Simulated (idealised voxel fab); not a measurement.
Documented hereafter: the process module known as voxel gate over fins.
Cross-section cut: width 265 nm, square cells of 5 nm.
This document writes a cross-section as a grid whose cells are square, and gives it as bands, listed from the top down; one or more rows of cells form a band.
Basically the band line says how high the top is and how high the bottom is, in nm, and then what's in it from left to right, every material with its width in nm. Empty space shows up as "air", and if a single material carries "edge to edge" it runs the full band edge to edge.
It should be noted that heights are counted from 0, beneath which the wafer as supplied is of one material throughout, and that the lowest band possesses no lower boundary but continues downward, as written in "from 0 down".
The notation "30 to 40" denotes a width that varies across the rows of cells in the band, beginning at the first number in the top row, finishing at the second number in the bottom row, and changing by an identical amount from each row to the next.
"no alteration" for a step: no cell of the cross-section changed in that step.
You'll see "Closed void list" listing empty spaces that have no way open to the top, as long as they're 8 cells or more; the notation is width x height at distance, where the distance is from the left edge, and all of it is in nm.
On each step's line, the part that comes after the settings is the simulator's own comment on the step.
The "overlay nm" setting may appear on a step's line; for a step that uses a mask, it gives how far to the right of its planned position the mask lay, and a negative value indicates the left.
[So here's the lineup of process steps we planned]
1: RECEIVE: material Si
2: CONFORMAL_DEP: material SiN, thk nm 5
3: DIRECTIONAL_DEP: material aC, thk nm 10
4: PATTERN: tone cover, mask id FINS, material resist, width nm 15, pitch nm 40, thk nm 30, overlay nm 0
5: DIRECTIONAL_ETCH: etch materials aC, depth nm 10
6: STRIP: etch materials resist
7: DIRECTIONAL_ETCH: etch materials SiN, depth nm 5
8: DIRECTIONAL_ETCH: etch materials Si, depth nm 30
9: STRIP: etch materials aC
10: OXIDIZE: depth nm 5
11: FILL_DEP: material SiO2, thk nm 15
12: CMP: height nm 5
13: SELECTIVE_ETCH: etch materials SiO2, depth nm 20
14: STRIP: etch materials SiN
15: CONFORMAL_DEP: material HfO2, thk nm 5
16: CONFORMAL_DEP: material TiN, thk nm 5
17: FILL_DEP: material W, thk nm 15
18: CMP: height nm 20
19: CONFORMAL_DEP: material SiN, thk nm 10
For clarity, it should be stated that the wafers under discussion commence in an identical condition and differ with respect to the width nm of step 4, the plan indicating the value that the first wafer had.
[Cross-section of the first of several wafers on receipt, reflecting completion of step 1]
from 0 down = Si edge to edge
Closed void list: none
[End-of-module cross-section, first of several wafers, after last step 19]
from 30 to 20 = SiN edge to edge
from 20 to 10 = W edge to edge
from 10 to 5 = W: 100, TiN: 25, W: 15, TiN: 25, W: 100
from 5 to 0 = W: 100, TiN: 5, HfO2: 15, TiN: 5, W: 15, TiN: 5, HfO2: 15, TiN: 5, W: 100
from 0 to -5 = W: 100, TiN: 5, HfO2: 5, Si: 5, HfO2: 5, TiN: 5, W: 15, TiN: 5, HfO2: 5, Si: 5, HfO2: 5, TiN: 5, W: 100
from -5 to -10 = TiN: 105, HfO2: 5, Si: 5, HfO2: 5, TiN: 25, HfO2: 5, Si: 5, HfO2: 5, TiN: 105
from -10 to -15 = HfO2: 110, Si: 5, HfO2: 35, Si: 5, HfO2: 110
from -15 to -35 = SiO2: 110, Si: 5, SiO2: 35, Si: 5, SiO2: 110
from -35 down = Si edge to edge
Closed void list: none
[End of module, last wafer sectioned]
from 30 to 20 = SiN edge to edge
from 20 to 10 = W edge to edge
from 10 to 5 = W: 95, TiN: 35, W: 5, TiN: 35, W: 95
from 5 to 0 = W: 95, TiN: 5, HfO2: 25, TiN: 5, W: 5, TiN: 5, HfO2: 25, TiN: 5, W: 95
from 0 to -5 = W: 95, TiN: 5, HfO2: 5, Si: 15, HfO2: 5, TiN: 5, W: 5, TiN: 5, HfO2: 5, Si: 15, HfO2: 5, TiN: 5, W: 95
from -5 to -10 = TiN: 100, HfO2: 5, Si: 15, HfO2: 5, TiN: 15, HfO2: 5, Si: 15, HfO2: 5, TiN: 100
from -10 to -15 = HfO2: 105, Si: 15, HfO2: 25, Si: 15, HfO2: 105
from -15 to -35 = SiO2: 105, Si: 15, SiO2: 25, Si: 15, SiO2: 105
from -35 down = Si edge to edge
Closed void list: none
[Per wafer (row), end of module: delta in cells per material since receipt, (+) for gained, (-) for lost; closed voids after that]
width nm 15, +65 HfO2, -357 Si, +106 SiN, +204 SiO2, +65 TiN, +235 W, Closed void list: none
width nm 20, +65 HfO2, -343 Si, +106 SiN, +196 SiO2, +65 TiN, +229 W, Closed void list: none
width nm 25, +65 HfO2, -329 Si, +106 SiN, +188 SiO2, +65 TiN, +223 W, Closed void list: none
